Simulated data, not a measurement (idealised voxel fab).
process module | voxel self aligned vias
cross-section cut | 220 nm wide | cells 5 nm
A cross-section is a grid of square cells, given in bands from the top down. A band is one or more rows of cells.
Each band's line starts with the height of the band's top and of its bottom, in nm. Then come its materials from left to right, each with its width in nm. One material with "throughout" fills the band from edge to edge. "air" is empty space.
Height 0 is the level under which the wafer as received is all one material. The lowest band goes on downwards, as in "0 down".
A width such as "30 to 40" changes by the same amount from each row of cells to the next, from the band's top row to its bottom row.
"no change" after a step means that no cell of the cross-section changed.
closed voids: empty space of 8 cells or more with no open way to the top, each as width x height at its distance from the left edge, in nm
after a step's settings: what the simulator itself notes on the step
overlay nm, on a step with a mask: how far to the right of its planned place the mask lay; to the left if negative
plan
1 op RECEIVE | material Si
2 op CONFORMAL_DEP | material SiO2 | thk nm 10
3 op CONFORMAL_DEP | material SiCN | thk nm 5
4 op DIRECTIONAL_DEP | material lowk | thk nm 20
5 op PATTERN | tone open | mask id LINES | material resist | width nm 25 | pitch nm 70 | thk nm 15 | overlay nm 0
6 op DIRECTIONAL_ETCH | etch materials lowk | depth nm 20
7 op STRIP | etch materials resist
8 op CONFORMAL_DEP | material TiN | thk nm 5
9 op FILL_DEP | material W | thk nm 5
10 op CMP | height nm 35
11 op SELECTIVE_ETCH | etch materials W Ru TiN | depth nm 5
12 op FILL_DEP | material SiN | thk nm 5
13 op CMP | height nm 35
14 op DIRECTIONAL_DEP | material lowk | thk nm 20
15 op PATTERN | tone open | mask id VIAS | material resist | width nm 45 | thk nm 20 | overlay nm 0
16 op DIRECTIONAL_ETCH | etch materials lowk | depth nm 20
17 op DIRECTIONAL_ETCH | etch materials SiN | depth nm 5
18 op STRIP | etch materials resist
19 op CONFORMAL_DEP | material TiN | thk nm 5
20 op FILL_DEP | material W | thk nm 5
21 op CMP | height nm 55
22 op CONFORMAL_DEP | material SiCN | thk nm 5
first wafer, as planned
as received, after step 1
  0 down: Si throughout
  closed voids: none
after step 2
  10 to 0: SiO2 throughout
  below 0: unchanged
after step 3
  15 to 10: SiCN throughout
  below 10: unchanged
after step 4
  35 to 15: lowk throughout
  below 15: unchanged
after step 5
  50 to 35: resist 60 | air 25 | resist 45 | air 25 | resist 65
  below 35: unchanged
after step 6
  50 to 35: resist 60 | air 25 | resist 45 | air 25 | resist 65
  35 to 15: lowk 60 | air 25 | lowk 45 | air 25 | lowk 65
  below 15: unchanged
after step 7
  35 to 15: lowk 60 | air 25 | lowk 45 | air 25 | lowk 65
  below 15: unchanged
after step 8
  40 to 35: TiN 65 | air 15 | TiN 55 | air 15 | TiN 70
  35 to 20: lowk 60 | TiN 5 | air 15 | TiN 5 | lowk 45 | TiN 5 | air 15 | TiN 5 | lowk 65
  20 to 15: lowk 60 | TiN 25 | lowk 45 | TiN 25 | lowk 65
  below 15: unchanged
after step 9
  45 to 40: W throughout
  40 to 35: TiN 65 | W 15 | TiN 55 | W 15 | TiN 70
  35 to 20: lowk 60 | TiN 5 | W 15 | TiN 5 | lowk 45 | TiN 5 | W 15 | TiN 5 | lowk 65
  below 20: unchanged
after step 10
  35 to 20: lowk 60 | TiN 5 | W 15 | TiN 5 | lowk 45 | TiN 5 | W 15 | TiN 5 | lowk 65
  below 20: unchanged
after step 11
  35 to 30: lowk 60 | air 25 | lowk 45 | air 25 | lowk 65
  below 30: unchanged
after step 12
  40 to 35: SiN throughout
  35 to 30: lowk 60 | SiN 25 | lowk 45 | SiN 25 | lowk 65
  below 30: unchanged
after step 13
  35 to 30: lowk 60 | SiN 25 | lowk 45 | SiN 25 | lowk 65
  below 30: unchanged
after step 14
  55 to 35: lowk throughout
  below 35: unchanged
after step 15
  75 to 55: resist 50 | air 45 | resist 125
  below 55: unchanged
after step 16
  75 to 55: resist 50 | air 45 | resist 125
  55 to 35: lowk 50 | air 45 | lowk 125
  below 35: unchanged
after step 17
  75 to 55: resist 50 | air 45 | resist 125
  55 to 35: lowk 50 | air 45 | lowk 125
  35 to 30: lowk 60 | air 25 | lowk 45 | SiN 25 | lowk 65
  below 30: unchanged
after step 18
  55 to 35: lowk 50 | air 45 | lowk 125
  below 35: unchanged
after step 19
  60 to 55: TiN 55 | air 35 | TiN 130
  55 to 40: lowk 50 | TiN 5 | air 35 | TiN 5 | lowk 125
  40 to 35: lowk 50 | TiN 15 | air 15 | TiN 15 | lowk 125
  35 to 30: lowk 60 | TiN 25 | lowk 45 | SiN 25 | lowk 65
  below 30: unchanged
after step 20
  65 to 60: W throughout
  60 to 55: TiN 55 | W 35 | TiN 130
  55 to 40: lowk 50 | TiN 5 | W 35 | TiN 5 | lowk 125
  40 to 35: lowk 50 | TiN 15 | W 15 | TiN 15 | lowk 125
  below 35: unchanged
after step 21
  55 to 40: lowk 50 | TiN 5 | W 35 | TiN 5 | lowk 125
  below 40: unchanged
after step 22
  60 to 55: SiCN throughout
  below 55: unchanged
second wafer: like start, like plan, one mistake. Through step 20 it matches the first wafer
when step 21 should have ended
  45 to 35: lowk 50 | TiN 5 to 15 | W 35 to 15 | TiN 5 to 15 | lowk 125
  below 35: unchanged
when step 22 should have ended
  50 to 45: SiCN throughout
  below 45: unchanged
what went wrong: step 21 ran as: op CMP | height nm 45
at the end the second wafer has, in cells: 4 fewer of TiN | 14 fewer of W | 70 fewer of lowk
